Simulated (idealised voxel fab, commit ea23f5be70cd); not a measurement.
The process module presented herein is designated voxel gate over fins.
The width of the displayed cross-section, cut, is 240 nm; its cells are square, with a size of 5 nm.
Each cross-section below is a grid of square cells, stated as bands in top-down order, with one or more rows of cells making up each band. First you get the band's top height and its bottom height, in nm, and then the materials it's made of, left to right, with each width in nm. If you see a single material with "throughout", that one covers the band edge to edge. "empty" is empty space. We count height from 0. Below that, the starting wafer is all one material. The lowest band never ends at the bottom but goes on down; see "0..down" for how that is written. Read "30 to 40" as a graded width: first number on top, second number at the bottom, same change between each pair of neighbouring rows. Where a step carries "same as before", the cross-section came out of it unchanged, cell for cell. "Fully sealed voids" specifies each empty space that is not open to the top and that occupies no fewer than 8 cells, using the form width x height at distance, the distance measured from the left edge and all three quantities in nm. Whatever follows a step's settings on its line is a remark the simulator itself makes about that step. What "overlay nm" on a step's line means: if the step has a mask, that mask lay this far to the right of its planned place, or, when the value is negative, to the left.
# List of planned process steps
1: op RECEIVE | material Si
2: op CONFORMAL_DEP | material SiN | thk nm 5
3: op PATTERN | tone cover | mask id FINS | material resist | width nm 15 | pitch nm 55 | thk nm 20 | overlay nm 0
4: op DIRECTIONAL_ETCH | etch materials SiN | depth nm 5
5: op DIRECTIONAL_ETCH | etch materials Si | depth nm 40
6: op STRIP | etch materials resist
7: op FILL_DEP | material SiO2 | thk nm 5
8: op CMP | height nm 5
9: op MASKED_ETCH | tone open | mask id RAIL | width nm 15 | etch materials SiO2 | depth nm 40 | overlay nm 0
10: op CONFORMAL_DEP | material TiN | thk nm 5
11: op FILL_DEP | material W | thk nm 10
12: op CMP | height nm 0
13: op SELECTIVE_ETCH | etch materials W Ru TiN | depth nm 25
14: op FILL_DEP | material SiO2 | thk nm 5
15: op CMP | height nm 5
16: op SELECTIVE_ETCH | etch materials SiO2 | depth nm 20
17: op STRIP | etch materials SiN
18: op CONFORMAL_DEP | material HfO2 | thk nm 5
19: op CONFORMAL_DEP | material TiN | thk nm 5
20: op CONFORMAL_DEP | material TiAl | thk nm 5
21: op CONFORMAL_DEP | material TiN | thk nm 5
22: op FILL_DEP | material W | thk nm 15
23: op CMP | height nm 30
24: op CONFORMAL_DEP | material SiCN | thk nm 5
The value of height nm given for step 12 in the plan refers to the first wafer; the wafers vary in this setting and are alike at the start.
# Here's the first of the wafers in cross-section, just as we got it, i.e. after step 1
* 0..down | Si throughout
* Fully sealed voids: none
# First wafer of several, cross-section, module end, after step 24 (last)
* 35..30 | SiCN throughout
* 30..20 | W throughout
* 20..15 | 35 nm W; 165 nm TiN; 40 nm W
* 15..10 | 35 nm W; 5 nm TiN; 45 nm TiAl; 10 nm TiN; 45 nm TiAl; 10 nm TiN; 45 nm TiAl; 5 nm TiN; 40 nm W
* 10..5 | 35 nm W; 5 nm TiN; 5 nm TiAl; 35 nm TiN; 5 nm TiAl; 10 nm TiN; 5 nm TiAl; 35 nm TiN; 5 nm TiAl; 10 nm TiN; 5 nm TiAl; 35 nm TiN; 5 nm TiAl; 5 nm TiN; 40 nm W
* 5..0 | 40 nm TiN; 5 nm TiAl; 5 nm TiN; 25 nm HfO2; 5 nm TiN; 5 nm TiAl; 10 nm TiN; 5 nm TiAl; 5 nm TiN; 25 nm HfO2; 5 nm TiN; 5 nm TiAl; 10 nm TiN; 5 nm TiAl; 5 nm TiN; 25 nm HfO2; 5 nm TiN; 5 nm TiAl; 45 nm TiN
* 0..-5 | 45 nm TiAl; 5 nm TiN; 5 nm HfO2; 15 nm Si; 5 nm HfO2; 5 nm TiN; 20 nm TiAl; 5 nm TiN; 5 nm HfO2; 15 nm Si; 5 nm HfO2; 5 nm TiN; 20 nm TiAl; 5 nm TiN; 5 nm HfO2; 15 nm Si; 5 nm HfO2; 5 nm TiN; 50 nm TiAl
* -5..-10 | 50 nm TiN; 5 nm HfO2; 15 nm Si; 5 nm HfO2; 30 nm TiN; 5 nm HfO2; 15 nm Si; 5 nm HfO2; 30 nm TiN; 5 nm HfO2; 15 nm Si; 5 nm HfO2; 55 nm TiN
* -10..-15 | 55 nm HfO2; 15 nm Si; 40 nm HfO2; 15 nm Si; 40 nm HfO2; 15 nm Si; 60 nm HfO2
* -15..-25 | 55 nm SiO2; 15 nm Si; 40 nm SiO2; 15 nm Si; 40 nm SiO2; 15 nm Si; 60 nm SiO2
* -25..-30 | 55 nm SiO2; 15 nm Si; 10 nm SiO2; 5 nm TiN; 5 nm W; 5 nm TiN; 15 nm SiO2; 15 nm Si; 40 nm SiO2; 15 nm Si; 60 nm SiO2
* -30..-35 | 55 nm SiO2; 15 nm Si; 10 nm SiO2; 15 nm TiN; 15 nm SiO2; 15 nm Si; 40 nm SiO2; 15 nm Si; 60 nm SiO2
* -35..-40 | 55 nm SiO2; 15 nm Si; 40 nm SiO2; 15 nm Si; 40 nm SiO2; 15 nm Si; 60 nm SiO2
* -40..down | Si throughout
* Fully sealed voids: none
# Of the several wafers, the last: cross-section at the end of the module
* 35..30 | SiCN throughout
* 30..20 | W throughout
* 20..15 | 35 nm W; 165 nm TiN; 40 nm W
* 15..10 | 35 nm W; 5 nm TiN; 45 nm TiAl; 10 nm TiN; 45 nm TiAl; 10 nm TiN; 45 nm TiAl; 5 nm TiN; 40 nm W
* 10..5 | 35 nm W; 5 nm TiN; 5 nm TiAl; 35 nm TiN; 20 nm TiAl; 35 nm TiN; 5 nm TiAl; 10 nm TiN; 5 nm TiAl; 35 nm TiN; 5 nm TiAl; 5 nm TiN; 40 nm W
* 5..0 | 40 nm TiN; 5 nm TiAl; 5 nm TiN; 25 nm HfO2; 30 nm TiN; 25 nm HfO2; 5 nm TiN; 5 nm TiAl; 10 nm TiN; 5 nm TiAl; 5 nm TiN; 25 nm HfO2; 5 nm TiN; 5 nm TiAl; 45 nm TiN
* 0..-5 | 45 nm TiAl; 5 nm TiN; 5 nm HfO2; 15 nm Si; 30 nm HfO2; 5 nm TiN; 5 nm HfO2; 15 nm Si; 5 nm HfO2; 5 nm TiN; 20 nm TiAl; 5 nm TiN; 5 nm HfO2; 15 nm Si; 5 nm HfO2; 5 nm TiN; 50 nm TiAl
* -5..-10 | 50 nm TiN; 5 nm HfO2; 15 nm Si; 10 nm HfO2; 5 nm TiN; 5 nm W; 5 nm TiN; 5 nm HfO2; 5 nm TiN; 5 nm HfO2; 15 nm Si; 5 nm HfO2; 30 nm TiN; 5 nm HfO2; 15 nm Si; 5 nm HfO2; 55 nm TiN
* -10..-15 | 55 nm HfO2; 15 nm Si; 10 nm HfO2; 5 nm TiN; 5 nm W; 5 nm TiN; 15 nm HfO2; 15 nm Si; 40 nm HfO2; 15 nm Si; 60 nm HfO2
* -15..-30 | 55 nm SiO2; 15 nm Si; 10 nm SiO2; 5 nm TiN; 5 nm W; 5 nm TiN; 15 nm SiO2; 15 nm Si; 40 nm SiO2; 15 nm Si; 60 nm SiO2
* -30..-35 | 55 nm SiO2; 15 nm Si; 10 nm SiO2; 15 nm TiN; 15 nm SiO2; 15 nm Si; 40 nm SiO2; 15 nm Si; 60 nm SiO2
* -35..-40 | 55 nm SiO2; 15 nm Si; 40 nm SiO2; 15 nm Si; 40 nm SiO2; 15 nm Si; 60 nm SiO2
* -40..down | Si throughout
* Fully sealed voids: none
# Tabulated below, wafer by wafer, are the end-of-module results: for each material, the number of cells gained (+) or lost (-) relative to the as-received state, followed by the closed voids
height nm 0; +66 HfO2; -312 Si; +48 SiCN; +189 SiO2; +66 TiAl; +137 TiN; +142 W; Fully sealed voids: none
height nm 5; +66 HfO2; -312 Si; +48 SiCN; +186 SiO2; +66 TiAl; +139 TiN; +143 W; Fully sealed voids: none
height nm 10; +66 HfO2; -312 Si; +48 SiCN; +183 SiO2; +66 TiAl; +141 TiN; +144 W; Fully sealed voids: none
height nm 15; +68 HfO2; -312 Si; +48 SiCN; +183 SiO2; +64 TiAl; +140 TiN; +145 W; Fully sealed voids: none
height nm 20; +70 HfO2; -312 Si; +48 SiCN; +183 SiO2; +62 TiAl; +139 TiN; +146 W; Fully sealed voids: none
